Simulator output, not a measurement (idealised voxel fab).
process module | voxel capacitor over wiring
cross-section cut | 275 nm wide | cells 5 nm
A cross-section is a grid of square cells, given in bands from the top down. A band is one or more rows of cells.
Each band's line starts with the height of the band's top and of its bottom, in nm. Then come its materials from left to right, each with its width in nm. One material with "throughout" fills the band from edge to edge. "air" is empty space.
Height 0 is the level under which the wafer as received is all one material. The lowest band goes on downwards, as in "0 down".
A width such as "30 to 40" changes by the same amount from each row of cells to the next, from the band's top row to its bottom row.
"no change" after a step means that no cell of the cross-section changed.
closed voids: empty space of 8 cells or more with no open way to the top, each as width x height at its distance from the left edge, in nm
after a step's settings: what the simulator itself notes on the step
overlay nm, on a step with a mask: how far to the right of its planned place the mask lay; to the left if negative
plan
1 op RECEIVE | material Si
2 op CONFORMAL_DEP | material SiO2 | thk nm 10
3 op DIRECTIONAL_DEP | material TiN | thk nm 5
4 op DIRECTIONAL_DEP | material Ru | thk nm 15
5 op DIRECTIONAL_DEP | material aC | thk nm 10
6 op PATTERN | tone cover | mask id METAL_1 | material resist | width nm 25 | pitch nm 85 | thk nm 30 | overlay nm 0
7 op DIRECTIONAL_ETCH | etch materials aC | depth nm 10
8 op STRIP | etch materials resist
9 op DIRECTIONAL_ETCH | etch materials Ru | depth nm 15
10 op DIRECTIONAL_ETCH | etch materials TiN | depth nm 5
11 op STRIP | etch materials aC
12 op CONFORMAL_DEP | material SiN | thk nm 5
13 op FILL_DEP | material lowk | thk nm 5
14 op CMP | height nm 30
15 op CONFORMAL_DEP | material SiCN | thk nm 5
16 op DIRECTIONAL_DEP | material lowk | thk nm 20
17 op PATTERN | tone open | mask id PLUG_1 | material resist | width nm 15 | thk nm 15 | overlay nm 0
18 op DIRECTIONAL_ETCH | etch materials lowk | depth nm 20
19 op DIRECTIONAL_ETCH | etch materials SiCN | depth nm 5
20 op STRIP | etch materials resist
21 op EPI | material Ru | thk nm 10
22 op EPI | material Ru | thk nm 10
23 op EPI | material Ru | thk nm 5
24 op DIRECTIONAL_DEP | material TiN | thk nm 5
25 op DIRECTIONAL_DEP | material Al2O3 | thk nm 5
26 op DIRECTIONAL_DEP | material TiN | thk nm 5
27 op PATTERN | tone cover | mask id UPPER_PLATE | material resist | width nm 65 | thk nm 20 | overlay nm 0
28 op DIRECTIONAL_ETCH | etch materials TiN | depth nm 5
29 op DIRECTIONAL_ETCH | etch materials Al2O3 | depth nm 5
30 op STRIP | etch materials resist
31 op PATTERN | tone cover | mask id LOWER_PLATE | material resist | width nm 75 | thk nm 20 | overlay nm 0
32 op DIRECTIONAL_ETCH | etch materials TiN | depth nm 5
33 op STRIP | etch materials resist
34 op FILL_DEP | material SiO2 | thk nm 20
35 op CMP | height nm 85
36 op PATTERN | tone open | mask id PLUG_2 | material resist | width nm 15 | thk nm 20 | overlay nm 0
37 op DIRECTIONAL_ETCH | etch materials SiO2 | depth nm 15
38 op STRIP | etch materials resist
39 op CONFORMAL_DEP | material TiN | thk nm 5
40 op FILL_DEP | material W | thk nm 5
41 op CMP | height nm 85
42 op CONFORMAL_DEP | material SiCN | thk nm 5
as received, after step 1
  0 down: Si throughout
  closed voids: none
first wafer at the end, as planned
  90 to 85: SiCN throughout
  85 to 75: SiO2 100 | TiN 5 | W 5 | TiN 5 | SiO2 160
  75 to 65: SiO2 100 to 90 | TiN 15 to 65 | SiO2 160 to 120
  65 to 60: SiO2 90 | Al2O3 65 | SiO2 120
  60 to 55: SiO2 85 | TiN 75 | SiO2 115
  55 to 35: lowk 90 | Ru 15 | lowk 170
  35 to 30: SiCN 90 | Ru 15 | SiCN 170
  30 to 15: lowk 75 | SiN 5 | Ru 25 | SiN 5 | lowk 50 | SiN 5 | Ru 25 | SiN 5 | lowk 80
  15 to 10: SiN 80 | TiN 25 | SiN 60 | TiN 25 | SiN 85
  10 to 0: SiO2 throughout
  0 down: Si throughout
  closed voids: none
second wafer at the end: like start, like plan, one mistake
  90 to 85: SiCN throughout
  85 to 75: SiO2 100 | TiN 5 | W 5 | TiN 5 | SiO2 160
  75 to 65: SiO2 100 to 90 | TiN 15 to 65 | SiO2 160 to 120
  65 to 60: SiO2 90 | Al2O3 65 | SiO2 120
  60 to 55: SiO2 85 | TiN 75 | SiO2 115
  55 to 35: lowk 90 | Ru 15 | lowk 170
  35 to 30: SiCN 90 | Ru 15 | SiCN 170
  30 to 15: SiO2 75 | SiN 5 | Ru 25 | SiN 5 | SiO2 50 | SiN 5 | Ru 25 | SiN 5 | SiO2 80
  15 to 10: SiN 80 | TiN 25 | SiN 60 | TiN 25 | SiN 85
  10 to 0: SiO2 throughout
  0 down: Si throughout
  closed voids: none
what went wrong: step 13 ran as: op FILL_DEP | material SiO2 | thk nm 5
at the end the second wafer has, in cells: 123 more of SiO2 | 123 fewer of lowk
